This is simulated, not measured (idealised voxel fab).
The document below concerns the process module designated voxel transistor to metal.
cross-section cut | 205 nm wide | cells 5 nm
Heads up, the way a cross-section reads in here is a grid of square cells, handed over as bands from the top down, with every band being one or more rows of cells.
A band entry consists of two parts. The first gives the height of the band's top and the height of its bottom, in nm. The rest lists the band's materials from left to right, each with its width in nm. A single material labelled with the word "edge to edge" fills the band from edge to edge, and the word "blank" marks empty space.
Zero point of the height axis is 0; under it, received wafer = one material. Lowest band: continues down indefinitely, "from 0 down".
Note: "30..40" means the width goes from the first number (top row of the band) to the second number (bottom row) in equal steps per row of cells.
Take "remained the same" at face value: in the step it is given for, the cross-section changed in none of its cells.
Heads up: "Enclosed internal voids" only lists the empty pockets with no open path to the top that are 8 cells or more, and it writes them as width x height at distance, distance from the left edge, in nm.
Formally, on a step line, whatever follows the settings is a remark that the simulator itself makes on the step.
overlay nm: mask right of planned place by this much (step with mask). Neg. = left.

## Here's what the planned process steps look like
1) RECEIVE,material Si
2) OXIDIZE,depth nm 5
3) CONFORMAL_DEP,material SiN,thk nm 10
4) PATTERN,tone cover,mask id ACTIVE,material resist,width nm 110,thk nm 15,overlay nm 0
5) DIRECTIONAL_ETCH,etch materials SiN,depth nm 10
6) DIRECTIONAL_ETCH,etch materials SiO2,depth nm 5
7) DIRECTIONAL_ETCH,etch materials Si,depth nm 35
8) STRIP,etch materials resist
9) OXIDIZE,depth nm 5
10) FILL_DEP,material SiO2,thk nm 15
11) CMP,height nm 10
12) SELECTIVE_ETCH,etch materials SiO2,depth nm 10
13) STRIP,etch materials SiN
14) SELECTIVE_ETCH,etch materials SiO2,depth nm 5
15) OXIDIZE,depth nm 5
16) DIRECTIONAL_DEP,material polySi,thk nm 25
17) DIRECTIONAL_DEP,material SiCN,thk nm 15
18) MASKED_ETCH,tone cover,mask id GATE,width nm 20,etch materials SiCN,depth nm 25,overlay nm 0
19) MASKED_ETCH,tone cover,mask id GATE,width nm 20,etch materials polySi,depth nm 35,overlay nm 0
20) CONFORMAL_DEP,material SiN,thk nm 5
21) DIRECTIONAL_ETCH,etch materials SiN,depth nm 5
22) DIRECTIONAL_ETCH,etch materials SiO2,depth nm 5
23) DIRECTIONAL_ETCH,etch materials Si,depth nm 5
24) EPI,material pSi,thk nm 10
25) FILL_DEP,material SiO2,thk nm 10
26) CMP,height nm 35
27) DIRECTIONAL_DEP,material SiO2,thk nm 10
28) DIRECTIONAL_DEP,material aC,thk nm 15
29) PATTERN,tone open,mask id CONTACT,material resist,width nm 15,pitch nm 75,thk nm 30,overlay nm 0
30) DIRECTIONAL_ETCH,etch materials aC,depth nm 15
31) STRIP,etch materials resist
32) DIRECTIONAL_ETCH,etch materials SiO2,depth nm 50
33) STRIP,etch materials aC
34) CONFORMAL_DEP,material TiN,thk nm 5
35) FILL_DEP,material W,thk nm 5
36) CMP,height nm 45
37) DIRECTIONAL_DEP,material TiN,thk nm 5
38) DIRECTIONAL_DEP,material W,thk nm 25
39) PATTERN,tone cover,mask id METAL_1,material resist,width nm 15,pitch nm 75,thk nm 15,overlay nm 0
40) DIRECTIONAL_ETCH,etch materials W,depth nm 25
41) DIRECTIONAL_ETCH,etch materials TiN,depth nm 5
42) STRIP,etch materials resist
43) FILL_DEP,material lowk,thk nm 10
44) CMP,height nm 75
45) CONFORMAL_DEP,material SiCN,thk nm 5
46) DIRECTIONAL_DEP,material lowk,thk nm 35
47) MASKED_ETCH,tone open,mask id METAL_2,width nm 15,pitch nm 75,etch materials lowk,depth nm 20,overlay nm 0
48) MASKED_ETCH,tone open,mask id METAL_2_HOLES,width nm 15,pitch nm 75,etch materials lowk,depth nm 15,overlay nm 0
49) MASKED_ETCH,tone open,mask id METAL_2_HOLES,width nm 15,pitch nm 75,etch materials SiCN,depth nm 5,overlay nm 0
50) CONFORMAL_DEP,material TiN,thk nm 5
51) FILL_DEP,material Cu,thk nm 5
52) CMP,height nm 115
53) CONFORMAL_DEP,material SiN,thk nm 5

## Incoming wafer in cross-section (state: after step 1)
from 0 down  Si edge to edge
Enclosed internal voids: none

## Below is the wafer in cross-section after the module was completed. It began from the starting point shown above and followed the plan shown above, except that one mistake was made while running it
from 120 to 115  SiN edge to edge
from 115 to 80  55 nm lowk  5 nm TiN  5 nm Cu  5 nm TiN  60 nm lowk  5 nm TiN  5 nm Cu  5 nm TiN  60 nm lowk
from 80 to 75  55 nm SiCN  15 nm TiN  60 nm SiCN  15 nm TiN  60 nm SiCN
from 75 to 50  55 nm lowk  15 nm W  60 nm lowk  15 nm W  60 nm lowk
from 50 to 45  55 nm lowk  15 nm TiN  60 nm lowk  15 nm TiN  60 nm lowk
from 45 to 35  55 nm SiO2  5 nm TiN  5 nm W  5 nm TiN  60 nm SiO2  5 nm TiN  5 nm W  5 nm TiN  60 nm SiO2
from 35 to 20  55 nm SiO2  5 nm TiN  5 nm W  5 nm TiN  15 nm SiO2  5 nm SiN  20 nm SiCN  5 nm SiN  15 nm SiO2  5 nm TiN  5 nm W  5 nm TiN  60 nm SiO2
from 20 to 0  55 nm SiO2  5 nm TiN  5 nm W  5 nm TiN  15 nm SiO2  5 nm SiN  20 nm polySi  5 nm SiN  15 nm SiO2  5 nm TiN  5 nm W  5 nm TiN  60 nm SiO2
from 0 to -5  55 nm SiO2  15 nm TiN  5 nm SiO2  10 nm pSi  5 nm SiN  20 nm polySi  5 nm SiN  10 nm pSi  5 nm SiO2  15 nm TiN  60 nm SiO2
from -5 to -10  40 nm SiO2  45 nm pSi  30 nm SiO2  45 nm pSi  45 nm SiO2
from -10 to -15  45 nm SiO2  40 nm pSi  30 nm Si  40 nm pSi  50 nm SiO2
from -15 to -45  45 nm SiO2  110 nm Si  50 nm SiO2
from -45 down  Si edge to edge
Enclosed internal voids: none
Misprocessing identified: planned and actual differ for step 4; actual: PATTERN,tone cover,mask id ACTIVE,material resist,width nm 120,thk nm 15,overlay nm 0
